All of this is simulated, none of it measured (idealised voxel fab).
process module | voxel transistor to metal
cross-section cut | 295 nm wide | cells 5 nm
A cross-section is a grid of square cells, given in bands from the top down. A band is one or more rows of cells.
Each band's line starts with the height of the band's top and of its bottom, in nm. Then come its materials from left to right, each with its width in nm. One material with "throughout" fills the band from edge to edge. "air" is empty space.
Height 0 is the level under which the wafer as received is all one material. The lowest band goes on downwards, as in "0 down".
A width such as "30 to 40" changes by the same amount from each row of cells to the next, from the band's top row to its bottom row.
"no change" after a step means that no cell of the cross-section changed.
closed voids: empty space of 8 cells or more with no open way to the top, each as width x height at its distance from the left edge, in nm
after a step's settings: what the simulator itself notes on the step
overlay nm, on a step with a mask: how far to the right of its planned place the mask lay; to the left if negative
Each pair below shows a cross-section before one step and the cross-section after it, down to the lowest band that changed. The line under each pair gives the step between them, with its settings. The pairs can come from different runs of this module on the same starting wafer, so a pair continues from the pair above only where its "before" says so.
before
  90 to 60: lowk 25 | air 15 | lowk 120 | air 15 | lowk 120
  60 to 55: SiCN throughout
  55 to 40: lowk 25 | TiN 5 | Cu 10 | TiN 5 | lowk 65 | TiN 5 | Cu 10 | TiN 5 | lowk 30 | TiN 5 | Cu 10 | TiN 5 | lowk 65 | TiN 5 | Cu 10 | TiN 5 | lowk 30
  40 to 35: SiN 25 | TiN 20 | SiN 65 | TiN 20 | SiN 30 | TiN 20 | SiN 65 | TiN 20 | SiN 30
  35 to 25: SiO2 25 | TiN 5 | W 10 | TiN 5 | SiO2 65 | TiN 5 | W 10 | TiN 5 | SiO2 30 | TiN 5 | W 10 | TiN 5 | SiO2 65 | TiN 5 | W 10 | TiN 5 | SiO2 30
  25 to 15: SiO2 25 | TiN 5 | W 10 to 5 | TiN 5 to 10 | SiO2 5 | SiN 10 | HfO2 5 | TiN 5 | W 15 | TiN 5 | HfO2 5 | SiN 10 | SiO2 5 | TiN 5 to 10 | W 10 to 5 | TiN 5 | SiO2 30 | TiN 5 | W 10 to 5 | TiN 5 to 10 | SiO2 5 | SiN 10 | HfO2 5 | TiN 5 | W 15 | TiN 5 | HfO2 5 | SiN 10 | SiO2 5 | TiN 5 to 10 | W 10 to 5 | TiN 5 | SiO2 30
  15 to 10: SiO2 25 | TiN 5 | W 5 | TiN 5 | SiO2 10 | SiN 10 | HfO2 5 | TiN 5 | W 15 | TiN 5 | HfO2 5 | SiN 10 | SiO2 10 | TiN 5 | W 5 | TiN 5 | SiO2 30 | TiN 5 | W 5 | TiN 5 | SiO2 10 | SiN 10 | HfO2 5 | TiN 5 | W 15 | TiN 5 | HfO2 5 | SiN 10 | SiO2 10 | TiN 5 | W 5 | TiN 5 | SiO2 30
  10 to 5: SiO2 25 | TiN 15 | SiO2 10 | SiN 10 | HfO2 5 | TiN 5 | W 15 | TiN 5 | HfO2 5 | SiN 10 | SiO2 10 | TiN 15 | SiO2 30 | TiN 15 | SiO2 10 | SiN 10 | HfO2 5 | TiN 5 | W 15 | TiN 5 | HfO2 5 | SiN 10 | SiO2 10 | TiN 15 | SiO2 30
  5 to 0: SiO2 40 | SiGe 10 | SiN 10 | HfO2 5 | TiN 25 | HfO2 5 | SiN 10 | SiGe 10 | SiO2 60 | SiGe 10 | SiN 10 | HfO2 5 | TiN 25 | HfO2 5 | SiN 10 | SiGe 10 | SiO2 45
  0 to -5: SiO2 40 | SiGe 10 | SiO2 10 | HfO2 35 | SiO2 10 | SiGe 10 | SiO2 60 | SiGe 10 | SiO2 10 | HfO2 35 | SiO2 10 | SiGe 10 | SiO2 45
  -5 to -15: SiO2 20 | SiGe 30 | Si 55 | SiGe 30 | SiO2 20 | SiGe 30 | Si 55 | SiGe 30 | SiO2 25
  -15 to -20: SiO2 20 | Si 115 | SiO2 20 | Si 115 | SiO2 25
  -20 down: Si throughout
  closed voids: none
after
  105 to 90: resist 25 | air 20 | resist 115 | air 20 | resist 115
  below 90: unchanged
  closed voids: none
the step between: op PATTERN | tone open | mask id METAL_2 | material resist | width nm 20 | pitch nm 135 | thk nm 15 | overlay nm 0
before: the cross-section after the pair above
after
  105 to 90: resist 25 | air 20 | resist 115 | air 20 | resist 115
  90 to 75: lowk 25 | air 20 | lowk 115 | air 20 | lowk 115
  below 75: unchanged
  closed voids: none
the step between: op DIRECTIONAL_ETCH | etch materials lowk | depth nm 15
before: the cross-section after the pair above
after
  105 to 90: resist 25 | air 20 | resist 115 | air 20 | resist 115
  90 to 75: lowk 25 | air 20 | lowk 115 | air 20 | lowk 115
  75 to 60: lowk 25 | air 15 | lowk 120 | air 15 | lowk 120
  60 to 55: SiCN 25 | air 15 | SiCN 120 | air 15 | SiCN 120
  below 55: unchanged
  closed voids: none
the step between: op DIRECTIONAL_ETCH | etch materials SiCN | depth nm 5
before: the cross-section after the pair above
after
  90 to 75: lowk 25 | air 20 | lowk 115 | air 20 | lowk 115
  below 75: unchanged
  closed voids: none
the step between: op STRIP | etch materials resist
before: the cross-section after the pair above
after
  95 to 90: TiN 30 | air 10 | TiN 125 | air 10 | TiN 120
  90 to 80: lowk 25 | TiN 5 | air 10 | TiN 5 | lowk 115 | TiN 5 | air 10 | TiN 5 | lowk 115
  80 to 75: lowk 25 | TiN 5 | air 5 | TiN 10 | lowk 115 | TiN 5 | air 5 | TiN 10 | lowk 115
  75 to 60: lowk 25 | TiN 5 | air 5 | TiN 5 | lowk 120 | TiN 5 | air 5 | TiN 5 | lowk 120
  60 to 55: SiCN 25 | TiN 15 | SiCN 120 | TiN 15 | SiCN 120
  below 55: unchanged
  closed voids: none
the step between: op CONFORMAL_DEP | material TiN | thk nm 5
before: the cross-section after the pair above
after
  105 to 95: Ru throughout
  95 to 90: TiN 30 | Ru 10 | TiN 125 | Ru 10 | TiN 120
  90 to 80: lowk 25 | TiN 5 | Ru 10 | TiN 5 | lowk 115 | TiN 5 | Ru 10 | TiN 5 | lowk 115
  80 to 75: lowk 25 | TiN 5 | Ru 5 | TiN 10 | lowk 115 | TiN 5 | Ru 5 | TiN 10 | lowk 115
  75 to 60: lowk 25 | TiN 5 | Ru 5 | TiN 5 | lowk 120 | TiN 5 | Ru 5 | TiN 5 | lowk 120
  below 60: unchanged
  closed voids: none
the step between: op FILL_DEP | material Ru | thk nm 10
before: the cross-section after the pair above
after
  90 to 80: lowk 25 | TiN 5 | Ru 10 | TiN 5 | lowk 115 | TiN 5 | Ru 10 | TiN 5 | lowk 115
  below 80: unchanged
  closed voids: none
the step between: op CMP | height nm 90
before: the cross-section after the pair above
after
  95 to 90: SiCN throughout
  below 90: unchanged
  closed voids: none
the step between: op CONFORMAL_DEP | material SiCN | thk nm 5
before
  35 to 25: SiO2 25 | TiN 5 | W 10 | TiN 5 | SiO2 65 | TiN 5 | W 10 | TiN 5 | SiO2 30 | TiN 5 | W 10 | TiN 5 | SiO2 65 | TiN 5 | W 10 | TiN 5 | SiO2 30
  25 to 10: SiO2 25 | TiN 5 | W 10 | TiN 5 | SiO2 5 | SiN 10 | HfO2 5 | TiN 5 | W 15 | TiN 5 | HfO2 5 | SiN 10 | SiO2 5 | TiN 5 | W 10 | TiN 5 | SiO2 30 | TiN 5 | W 10 | TiN 5 | SiO2 5 | SiN 10 | HfO2 5 | TiN 5 | W 15 | TiN 5 | HfO2 5 | SiN 10 | SiO2 5 | TiN 5 | W 10 | TiN 5 | SiO2 30
  10 to 5: SiO2 25 | TiN 5 | W 5 | TiN 10 | SiO2 5 | SiN 10 | HfO2 5 | TiN 5 | W 15 | TiN 5 | HfO2 5 | SiN 10 | SiO2 5 | TiN 10 | W 5 | TiN 5 | SiO2 30 | TiN 5 | W 5 | TiN 10 | SiO2 5 | SiN 10 | HfO2 5 | TiN 5 | W 15 | TiN 5 | HfO2 5 | SiN 10 | SiO2 5 | TiN 10 | W 5 | TiN 5 | SiO2 30
  5 to 0: SiO2 25 | TiN 5 | W 5 | TiN 5 | SiGe 10 | SiN 10 | HfO2 5 | TiN 25 | HfO2 5 | SiN 10 | SiGe 10 | TiN 5 | W 5 | TiN 5 | SiO2 30 | TiN 5 | W 5 | TiN 5 | SiGe 10 | SiN 10 | HfO2 5 | TiN 25 | HfO2 5 | SiN 10 | SiGe 10 | TiN 5 | W 5 | TiN 5 | SiO2 30
  0 to -5: SiO2 25 | TiN 15 | SiGe 10 | SiO2 10 | HfO2 35 | SiO2 10 | SiGe 10 | TiN 15 | SiO2 30 | TiN 15 | SiGe 10 | SiO2 10 | HfO2 35 | SiO2 10 | SiGe 10 | TiN 15 | SiO2 30
  -5 to -15: SiO2 20 | SiGe 30 | Si 55 | SiGe 30 | SiO2 20 | SiGe 30 | Si 55 | SiGe 30 | SiO2 25
  -15 to -20: SiO2 20 | Si 115 | SiO2 20 | Si 115 | SiO2 25
  -20 down: Si throughout
  closed voids: none
after
  50 to 35: SiN throughout
  below 35: unchanged
  closed voids: none
the step between: op CONFORMAL_DEP | material SiN | thk nm 15
before: the cross-section after the pair above
after
  65 to 50: lowk throughout
  below 50: unchanged
  closed voids: none
the step between: op DIRECTIONAL_DEP | material lowk | thk nm 15
before: the cross-section after the pair above
after
  65 to 50: lowk 25 | air 20 | lowk 65 | air 20 | lowk 30 | air 20 | lowk 65 | air 20 | lowk 30
  below 50: unchanged
  closed voids: none
the step between: op MASKED_ETCH | tone open | mask id METAL_1 | width nm 20 | etch materials lowk | depth nm 15 | overlay nm 0
before: the cross-section after the pair above
after
  65 to 50: lowk 25 | air 20 | lowk 65 | air 20 | lowk 30 | air 20 | lowk 65 | air 20 | lowk 30
  50 to 45: SiN 25 | air 20 | SiN 65 | air 20 | SiN 30 | air 20 | SiN 65 | air 20 | SiN 30
  below 45: unchanged
  closed voids: none
the step between: op MASKED_ETCH | tone open | mask id METAL_1 | width nm 20 | etch materials SiN | depth nm 5 | overlay nm 0
before: the cross-section after the pair above
after
  70 to 65: TiN 30 | air 10 | TiN 75 | air 10 | TiN 40 | air 10 | TiN 75 | air 10 | TiN 35
  65 to 50: lowk 25 | TiN 5 | air 10 | TiN 5 | lowk 65 | TiN 5 | air 10 | TiN 5 | lowk 30 | TiN 5 | air 10 | TiN 5 | lowk 65 | TiN 5 | air 10 | TiN 5 | lowk 30
  50 to 45: SiN 25 | TiN 20 | SiN 65 | TiN 20 | SiN 30 | TiN 20 | SiN 65 | TiN 20 | SiN 30
  below 45: unchanged
  closed voids: none
the step between: op CONFORMAL_DEP | material TiN | thk nm 5
before: the cross-section after the pair above
after
  80 to 70: Cu throughout
  70 to 65: TiN 30 | Cu 10 | TiN 75 | Cu 10 | TiN 40 | Cu 10 | TiN 75 | Cu 10 | TiN 35
  65 to 50: lowk 25 | TiN 5 | Cu 10 | TiN 5 | lowk 65 | TiN 5 | Cu 10 | TiN 5 | lowk 30 | TiN 5 | Cu 10 | TiN 5 | lowk 65 | TiN 5 | Cu 10 | TiN 5 | lowk 30
  below 50: unchanged
  closed voids: none
the step between: op FILL_DEP | material Cu | thk nm 10
before: the cross-section after the pair above
after
  55 to 50: lowk 25 | TiN 5 | Cu 10 | TiN 5 | lowk 65 | TiN 5 | Cu 10 | TiN 5 | lowk 30 | TiN 5 | Cu 10 | TiN 5 | lowk 65 | TiN 5 | Cu 10 | TiN 5 | lowk 30
  below 50: unchanged
  closed voids: none
the step between: op CMP | height nm 55
before: the cross-section after the pair above
after
  60 to 55: SiCN throughout
  below 55: unchanged
  closed voids: none
the step between: op CONFORMAL_DEP | material SiCN | thk nm 5
before: the cross-section after the pair above
after
  90 to 60: lowk throughout
  below 60: unchanged
  closed voids: none
the step between: op DIRECTIONAL_DEP | material lowk | thk nm 30
before: the cross-section after the pair above
after
  100 to 90: aC throughout
  below 90: unchanged
  closed voids: none
the step between: op DIRECTIONAL_DEP | material aC | thk nm 10
before: the cross-section after the pair above
after
  130 to 100: resist 25 | air 15 | resist 120 | air 15 | resist 120
  below 100: unchanged
  closed voids: none
the step between: op PATTERN | tone open | mask id METAL_2_HOLES | material resist | width nm 15 | pitch nm 135 | thk nm 30 | overlay nm 0
before: the cross-section after the pair above
after
  120 to 100: resist 25 | air 15 | resist 120 | air 15 | resist 120
  100 to 90: aC 25 | air 15 | aC 120 | air 15 | aC 120
  below 90: unchanged
  closed voids: none
the step between: op DIRECTIONAL_ETCH | etch materials aC | depth nm 10
before: the cross-section after the pair above
after
  100 to 90: aC 25 | air 15 | aC 120 | air 15 | aC 120
  below 90: unchanged
  closed voids: none
the step between: op STRIP | etch materials resist
before: the cross-section after the pair above
after
  100 to 90: aC 25 | air 15 | aC 120 | air 15 | aC 120
  90 to 60: lowk 25 | air 15 | lowk 120 | air 15 | lowk 120
  below 60: unchanged
  closed voids: none
the step between: op DIRECTIONAL_ETCH | etch materials lowk | depth nm 30
before: the cross-section after the pair above
after
  90 to 60: lowk 25 | air 15 | lowk 120 | air 15 | lowk 120
  below 60: unchanged
  closed voids: none
the step between: op STRIP | etch materials aC
before: the cross-section after the pair above
after
  105 to 90: resist 25 | air 20 | resist 115 | air 20 | resist 115
  below 90: unchanged
  closed voids: none
the step between: op PATTERN | tone open | mask id METAL_2 | material resist | width nm 20 | pitch nm 135 | thk nm 15 | overlay nm 0
before: the cross-section after the pair above
after
  105 to 90: resist 25 | air 20 | resist 115 | air 20 | resist 115
  90 to 75: lowk 25 | air 20 | lowk 115 | air 20 | lowk 115
  below 75: unchanged
  closed voids: none
the step between: op DIRECTIONAL_ETCH | etch materials lowk | depth nm 15
before: the cross-section after the pair above
after
  105 to 90: resist 25 | air 20 | resist 115 | air 20 | resist 115
  90 to 75: lowk 25 | air 20 | lowk 115 | air 20 | lowk 115
  75 to 60: lowk 25 | air 15 | lowk 120 | air 15 | lowk 120
  60 to 55: SiCN 25 | air 15 | SiCN 120 | air 15 | SiCN 120
  below 55: unchanged
  closed voids: none
the step between: op DIRECTIONAL_ETCH | etch materials SiCN | depth nm 5
before: the cross-section after the pair above
after
  90 to 75: lowk 25 | air 20 | lowk 115 | air 20 | lowk 115
  below 75: unchanged
  closed voids: none
the step between: op STRIP | etch materials resist
before: the cross-section after the pair above
after
  95 to 90: TiN 30 | air 10 | TiN 125 | air 10 | TiN 120
  90 to 80: lowk 25 | TiN 5 | air 10 | TiN 5 | lowk 115 | TiN 5 | air 10 | TiN 5 | lowk 115
  80 to 75: lowk 25 | TiN 5 | air 5 | TiN 10 | lowk 115 | TiN 5 | air 5 | TiN 10 | lowk 115
  75 to 60: lowk 25 | TiN 5 | air 5 | TiN 5 | lowk 120 | TiN 5 | air 5 | TiN 5 | lowk 120
  60 to 55: SiCN 25 | TiN 15 | SiCN 120 | TiN 15 | SiCN 120
  below 55: unchanged
  closed voids: none
the step between: op CONFORMAL_DEP | material TiN | thk nm 5
before: the cross-section after the pair above
after
  105 to 95: Ru throughout
  95 to 90: TiN 30 | Ru 10 | TiN 125 | Ru 10 | TiN 120
  90 to 80: lowk 25 | TiN 5 | Ru 10 | TiN 5 | lowk 115 | TiN 5 | Ru 10 | TiN 5 | lowk 115
  80 to 75: lowk 25 | TiN 5 | Ru 5 | TiN 10 | lowk 115 | TiN 5 | Ru 5 | TiN 10 | lowk 115
  75 to 60: lowk 25 | TiN 5 | Ru 5 | TiN 5 | lowk 120 | TiN 5 | Ru 5 | TiN 5 | lowk 120
  below 60: unchanged
  closed voids: none
the step between: op FILL_DEP | material Ru | thk nm 10
before: the cross-section after the pair above
after
  90 to 80: lowk 25 | TiN 5 | Ru 10 | TiN 5 | lowk 115 | TiN 5 | Ru 10 | TiN 5 | lowk 115
  below 80: unchanged
  closed voids: none
the step between: op CMP | height nm 90
before: the cross-section after the pair above
after
  95 to 90: SiCN throughout
  below 90: unchanged
  closed voids: none
the step between: op CONFORMAL_DEP | material SiCN | thk nm 5
before
  90 to 60: lowk 25 | air 15 | lowk 120 | air 15 | lowk 120
  60 to 55: SiCN throughout
  55 to 40: lowk 25 | TiN 5 | Cu 10 | TiN 5 | lowk 65 | TiN 5 | Cu 10 | TiN 5 | lowk 30 | TiN 5 | Cu 10 | TiN 5 | lowk 65 | TiN 5 | Cu 10 | TiN 5 | lowk 30
  40 to 35: SiN 25 | TiN 20 | SiN 65 | TiN 20 | SiN 30 | TiN 20 | SiN 65 | TiN 20 | SiN 30
  35 to 25: SiO2 25 | TiN 5 | W 10 | TiN 5 | SiO2 65 | TiN 5 | W 10 | TiN 5 | SiO2 30 | TiN 5 | W 10 | TiN 5 | SiO2 65 | TiN 5 | W 10 | TiN 5 | SiO2 30
  25 to 10: SiO2 25 | TiN 5 | W 10 | TiN 5 | SiO2 5 | SiN 10 | HfO2 5 | TiN 5 | W 15 | TiN 5 | HfO2 5 | SiN 10 | SiO2 5 | TiN 5 | W 10 | TiN 5 | SiO2 30 | TiN 5 | W 10 | TiN 5 | SiO2 5 | SiN 10 | HfO2 5 | TiN 5 | W 15 | TiN 5 | HfO2 5 | SiN 10 | SiO2 5 | TiN 5 | W 10 | TiN 5 | SiO2 30
  10 to 5: SiO2 25 | TiN 5 | W 5 | TiN 10 | SiO2 5 | SiN 10 | HfO2 5 | TiN 5 | W 15 | TiN 5 | HfO2 5 | SiN 10 | SiO2 5 | TiN 10 | W 5 | TiN 5 | SiO2 30 | TiN 5 | W 5 | TiN 10 | SiO2 5 | SiN 10 | HfO2 5 | TiN 5 | W 15 | TiN 5 | HfO2 5 | SiN 10 | SiO2 5 | TiN 10 | W 5 | TiN 5 | SiO2 30
  5 to 0: SiO2 25 | TiN 5 | W 5 | TiN 5 | SiGe 10 | SiN 10 | HfO2 5 | TiN 25 | HfO2 5 | SiN 10 | SiGe 10 | TiN 5 | W 5 | TiN 5 | SiO2 30 | TiN 5 | W 5 | TiN 5 | SiGe 10 | SiN 10 | HfO2 5 | TiN 25 | HfO2 5 | SiN 10 | SiGe 10 | TiN 5 | W 5 | TiN 5 | SiO2 30
  0 to -5: SiO2 25 | TiN 15 | SiGe 10 | SiO2 10 | HfO2 35 | SiO2 10 | SiGe 10 | TiN 15 | SiO2 30 | TiN 15 | SiGe 10 | SiO2 10 | HfO2 35 | SiO2 10 | SiGe 10 | TiN 15 | SiO2 30
  -5 to -15: SiO2 20 | SiGe 30 | Si 55 | SiGe 30 | SiO2 20 | SiGe 30 | Si 55 | SiGe 30 | SiO2 25
  -15 to -20: SiO2 20 | Si 115 | SiO2 20 | Si 115 | SiO2 25
  -20 down: Si throughout
  closed voids: none
after
  105 to 90: resist 30 | air 15 | resist 120 | air 15 | resist 115
  90 to 60: lowk 25 | resist 5 | air 10 | lowk 120 | resist 5 | air 10 | lowk 120
  below 60: unchanged
  closed voids: none
the step between: op PATTERN | tone open | mask id METAL_2 | material resist | width nm 15 | pitch nm 135 | thk nm 15 | overlay nm 0
before: the cross-section after the pair above
after
  105 to 90: resist 30 | air 15 | resist 120 | air 15 | resist 115
  90 to 75: lowk 25 | resist 5 | air 15 | lowk 115 | resist 5 | air 15 | lowk 115
  below 75: unchanged
  closed voids: none
the step between: op DIRECTIONAL_ETCH | etch materials lowk | depth nm 15
before: the cross-section after the pair above
after
  105 to 90: resist 30 | air 15 | resist 120 | air 15 | resist 115
  90 to 75: lowk 25 | resist 5 | air 15 | lowk 115 | resist 5 | air 15 | lowk 115
  75 to 60: lowk 25 | resist 5 | air 10 | lowk 120 | resist 5 | air 10 | lowk 120
  60 to 55: SiCN 30 | air 10 | SiCN 125 | air 10 | SiCN 120
  below 55: unchanged
  closed voids: none
the step between: op DIRECTIONAL_ETCH | etch materials SiCN | depth nm 5
before: the cross-section after the pair above
after
  90 to 75: lowk 25 | air 20 | lowk 115 | air 20 | lowk 115
  75 to 60: lowk 25 | air 15 | lowk 120 | air 15 | lowk 120
  below 60: unchanged
  closed voids: none
the step between: op STRIP | etch materials resist
before: the cross-section after the pair above
after
  95 to 90: TiN 30 | air 10 | TiN 125 | air 10 | TiN 120
  90 to 80: lowk 25 | TiN 5 | air 10 | TiN 5 | lowk 115 | TiN 5 | air 10 | TiN 5 | lowk 115
  80 to 75: lowk 25 | TiN 5 | air 5 | TiN 10 | lowk 115 | TiN 5 | air 5 | TiN 10 | lowk 115
  75 to 65: lowk 25 | TiN 5 | air 5 | TiN 5 | lowk 120 | TiN 5 | air 5 | TiN 5 | lowk 120
  65 to 60: lowk 25 | TiN 15 | lowk 120 | TiN 15 | lowk 120
  60 to 55: SiCN 30 | TiN 10 | SiCN 125 | TiN 10 | SiCN 120
  below 55: unchanged
  closed voids: none
the step between: op CONFORMAL_DEP | material TiN | thk nm 5
before: the cross-section after the pair above
after
  105 to 95: Ru throughout
  95 to 90: TiN 30 | Ru 10 | TiN 125 | Ru 10 | TiN 120
  90 to 80: lowk 25 | TiN 5 | Ru 10 | TiN 5 | lowk 115 | TiN 5 | Ru 10 | TiN 5 | lowk 115
  80 to 75: lowk 25 | TiN 5 | Ru 5 | TiN 10 | lowk 115 | TiN 5 | Ru 5 | TiN 10 | lowk 115
  75 to 65: lowk 25 | TiN 5 | Ru 5 | TiN 5 | lowk 120 | TiN 5 | Ru 5 | TiN 5 | lowk 120
  below 65: unchanged
  closed voids: none
the step between: op FILL_DEP | material Ru | thk nm 10
before: the cross-section after the pair above
after
  90 to 80: lowk 25 | TiN 5 | Ru 10 | TiN 5 | lowk 115 | TiN 5 | Ru 10 | TiN 5 | lowk 115
  below 80: unchanged
  closed voids: none
the step between: op CMP | height nm 90
before: the cross-section after the pair above
after
  95 to 90: SiCN throughout
  below 90: unchanged
  closed voids: none
the step between: op CONFORMAL_DEP | material SiCN | thk nm 5
before
  90 to 60: lowk 25 | air 15 | lowk 120 | air 15 | lowk 120
  60 to 55: SiCN throughout
  55 to 40: lowk 25 | TiN 5 | Cu 10 | TiN 5 | lowk 65 | TiN 5 | Cu 10 | TiN 5 | lowk 30 | TiN 5 | Cu 10 | TiN 5 | lowk 65 | TiN 5 | Cu 10 | TiN 5 | lowk 30
  40 to 35: SiN 25 | TiN 20 | SiN 65 | TiN 20 | SiN 30 | TiN 20 | SiN 65 | TiN 20 | SiN 30
  35 to 25: SiO2 25 | TiN 5 | W 10 | TiN 5 | SiO2 65 | TiN 5 | W 10 | TiN 5 | SiO2 30 | TiN 5 | W 10 | TiN 5 | SiO2 65 | TiN 5 | W 10 | TiN 5 | SiO2 30
  25 to 10: SiO2 25 | TiN 5 | W 10 | TiN 5 | SiO2 5 | SiN 10 | HfO2 5 | TiN 5 | W 15 | TiN 5 | HfO2 5 | SiN 10 | SiO2 5 | TiN 5 | W 10 | TiN 5 | SiO2 30 | TiN 5 | W 10 | TiN 5 | SiO2 5 | SiN 10 | HfO2 5 | TiN 5 | W 15 | TiN 5 | HfO2 5 | SiN 10 | SiO2 5 | TiN 5 | W 10 | TiN 5 | SiO2 30
  10 to 5: SiO2 25 | TiN 5 | W 5 | TiN 10 | SiO2 5 | SiN 10 | HfO2 5 | TiN 5 | W 15 | TiN 5 | HfO2 5 | SiN 10 | SiO2 5 | TiN 10 | W 5 | TiN 5 | SiO2 30 | TiN 5 | W 5 | TiN 10 | SiO2 5 | SiN 10 | HfO2 5 | TiN 5 | W 15 | TiN 5 | HfO2 5 | SiN 10 | SiO2 5 | TiN 10 | W 5 | TiN 5 | SiO2 30
  5 to 0: SiO2 25 | TiN 5 | W 5 | TiN 5 | SiGe 10 | SiN 10 | HfO2 5 | TiN 25 | HfO2 5 | SiN 10 | SiGe 10 | TiN 5 | W 5 | TiN 5 | SiO2 30 | TiN 5 | W 5 | TiN 5 | SiGe 10 | SiN 10 | HfO2 5 | TiN 25 | HfO2 5 | SiN 10 | SiGe 10 | TiN 5 | W 5 | TiN 5 | SiO2 30
  0 to -5: SiO2 25 | TiN 15 | SiGe 10 | SiO2 10 | HfO2 35 | SiO2 10 | SiGe 10 | TiN 15 | SiO2 30 | TiN 15 | SiGe 10 | SiO2 10 | HfO2 35 | SiO2 10 | SiGe 10 | TiN 15 | SiO2 30
  -5 to -15: SiO2 20 | SiGe 30 | Si 55 | SiGe 30 | SiO2 20 | SiGe 30 | Si 55 | SiGe 30 | SiO2 25
  -15 to -20: SiO2 20 | Si 115 | SiO2 20 | Si 115 | SiO2 25
  -20 down: Si throughout
  closed voids: none
after
  105 to 90: resist 35 | air 20 | resist 115 | air 20 | resist 105
  90 to 60: lowk 25 | resist 10 | air 5 | lowk 120 | resist 10 | air 5 | lowk 120
  below 60: unchanged
  closed voids: none
the step between: op PATTERN | tone open | mask id METAL_2 | material resist | width nm 20 | pitch nm 135 | thk nm 15 | overlay nm 10
before: the cross-section after the pair above
after
  105 to 90: resist 35 | air 20 | resist 115 | air 20 | resist 105
  90 to 75: lowk 25 | resist 10 | air 20 | lowk 105 | resist 10 | air 20 | lowk 105
  below 75: unchanged
  closed voids: none
the step between: op DIRECTIONAL_ETCH | etch materials lowk | depth nm 15
before: the cross-section after the pair above
after
  105 to 90: resist 35 | air 20 | resist 115 | air 20 | resist 105
  90 to 75: lowk 25 | resist 10 | air 20 | lowk 105 | resist 10 | air 20 | lowk 105
  75 to 60: lowk 25 | resist 10 | air 5 | lowk 120 | resist 10 | air 5 | lowk 120
  60 to 55: SiCN 35 | air 5 | SiCN 130 | air 5 | SiCN 120
  below 55: unchanged
  closed voids: none
the step between: op DIRECTIONAL_ETCH | etch materials SiCN | depth nm 5
before: the cross-section after the pair above
after
  90 to 75: lowk 25 | air 30 | lowk 105 | air 30 | lowk 105
  75 to 60: lowk 25 | air 15 | lowk 120 | air 15 | lowk 120
  below 60: unchanged
  closed voids: none
the step between: op STRIP | etch materials resist
before: the cross-section after the pair above
after
  95 to 90: TiN 30 | air 20 | TiN 115 | air 20 | TiN 110
  90 to 80: lowk 25 | TiN 5 | air 20 | TiN 5 | lowk 105 | TiN 5 | air 20 | TiN 5 | lowk 105
  80 to 75: lowk 25 | TiN 5 | air 5 | TiN 20 | lowk 105 | TiN 5 | air 5 | TiN 20 | lowk 105
  75 to 65: lowk 25 | TiN 5 | air 5 | TiN 5 | lowk 120 | TiN 5 | air 5 | TiN 5 | lowk 120
  65 to 60: lowk 25 | TiN 15 | lowk 120 | TiN 15 | lowk 120
  60 to 55: SiCN 35 | TiN 5 | SiCN 130 | TiN 5 | SiCN 120
  below 55: unchanged
  closed voids: none
the step between: op CONFORMAL_DEP | material TiN | thk nm 5
before: the cross-section after the pair above
after
  105 to 95: Ru throughout
  95 to 90: TiN 30 | Ru 20 | TiN 115 | Ru 20 | TiN 110
  90 to 80: lowk 25 | TiN 5 | Ru 20 | TiN 5 | lowk 105 | TiN 5 | Ru 20 | TiN 5 | lowk 105
  80 to 75: lowk 25 | TiN 5 | Ru 5 | TiN 20 | lowk 105 | TiN 5 | Ru 5 | TiN 20 | lowk 105
  75 to 65: lowk 25 | TiN 5 | Ru 5 | TiN 5 | lowk 120 | TiN 5 | Ru 5 | TiN 5 | lowk 120
  below 65: unchanged
  closed voids: none
the step between: op FILL_DEP | material Ru | thk nm 10
before: the cross-section after the pair above
after
  90 to 80: lowk 25 | TiN 5 | Ru 20 | TiN 5 | lowk 105 | TiN 5 | Ru 20 | TiN 5 | lowk 105
  below 80: unchanged
  closed voids: none
the step between: op CMP | height nm 90
before: the cross-section after the pair above
after
  95 to 90: SiCN throughout
  below 90: unchanged
  closed voids: none
the step between: op CONFORMAL_DEP | material SiCN | thk nm 5
before
  55 to 40: lowk 25 | TiN 5 | Cu 10 | TiN 5 | lowk 65 | TiN 5 | Cu 10 | TiN 5 | lowk 30 | TiN 5 | Cu 10 | TiN 5 | lowk 65 | TiN 5 | Cu 10 | TiN 5 | lowk 30
  40 to 35: SiN 25 | TiN 20 | SiN 65 | TiN 20 | SiN 30 | TiN 20 | SiN 65 | TiN 20 | SiN 30
  35 to 25: SiO2 25 | TiN 5 | W 10 | TiN 5 | SiO2 65 | TiN 5 | W 10 | TiN 5 | SiO2 30 | TiN 5 | W 10 | TiN 5 | SiO2 65 | TiN 5 | W 10 | TiN 5 | SiO2 30
  25 to 10: SiO2 25 | TiN 5 | W 10 | TiN 5 | SiO2 5 | SiN 10 | HfO2 5 | TiN 5 | W 15 | TiN 5 | HfO2 5 | SiN 10 | SiO2 5 | TiN 5 | W 10 | TiN 5 | SiO2 30 | TiN 5 | W 10 | TiN 5 | SiO2 5 | SiN 10 | HfO2 5 | TiN 5 | W 15 | TiN 5 | HfO2 5 | SiN 10 | SiO2 5 | TiN 5 | W 10 | TiN 5 | SiO2 30
  10 to 5: SiO2 25 | TiN 5 | W 5 | TiN 10 | SiO2 5 | SiN 10 | HfO2 5 | TiN 5 | W 15 | TiN 5 | HfO2 5 | SiN 10 | SiO2 5 | TiN 10 | W 5 | TiN 5 | SiO2 30 | TiN 5 | W 5 | TiN 10 | SiO2 5 | SiN 10 | HfO2 5 | TiN 5 | W 15 | TiN 5 | HfO2 5 | SiN 10 | SiO2 5 | TiN 10 | W 5 | TiN 5 | SiO2 30
  5 to 0: SiO2 25 | TiN 5 | W 5 | TiN 5 | SiGe 10 | SiN 10 | HfO2 5 | TiN 25 | HfO2 5 | SiN 10 | SiGe 10 | TiN 5 | W 5 | TiN 5 | SiO2 30 | TiN 5 | W 5 | TiN 5 | SiGe 10 | SiN 10 | HfO2 5 | TiN 25 | HfO2 5 | SiN 10 | SiGe 10 | TiN 5 | W 5 | TiN 5 | SiO2 30
  0 to -5: SiO2 25 | TiN 15 | SiGe 10 | SiO2 10 | HfO2 35 | SiO2 10 | SiGe 10 | TiN 15 | SiO2 30 | TiN 15 | SiGe 10 | SiO2 10 | HfO2 35 | SiO2 10 | SiGe 10 | TiN 15 | SiO2 30
  -5 to -15: SiO2 20 | SiGe 30 | Si 55 | SiGe 30 | SiO2 20 | SiGe 30 | Si 55 | SiGe 30 | SiO2 25
  -15 to -20: SiO2 20 | Si 115 | SiO2 20 | Si 115 | SiO2 25
  -20 down: Si throughout
  closed voids: none
after
  60 to 55: TiN throughout
  below 55: unchanged
  closed voids: none
the step between: op CONFORMAL_DEP | material TiN | thk nm 5
before: the cross-section after the pair above
after
  90 to 60: lowk throughout
  below 60: unchanged
  closed voids: none
the step between: op DIRECTIONAL_DEP | material lowk | thk nm 30
before: the cross-section after the pair above
after
  100 to 90: aC throughout
  below 90: unchanged
  closed voids: none
the step between: op DIRECTIONAL_DEP | material aC | thk nm 10
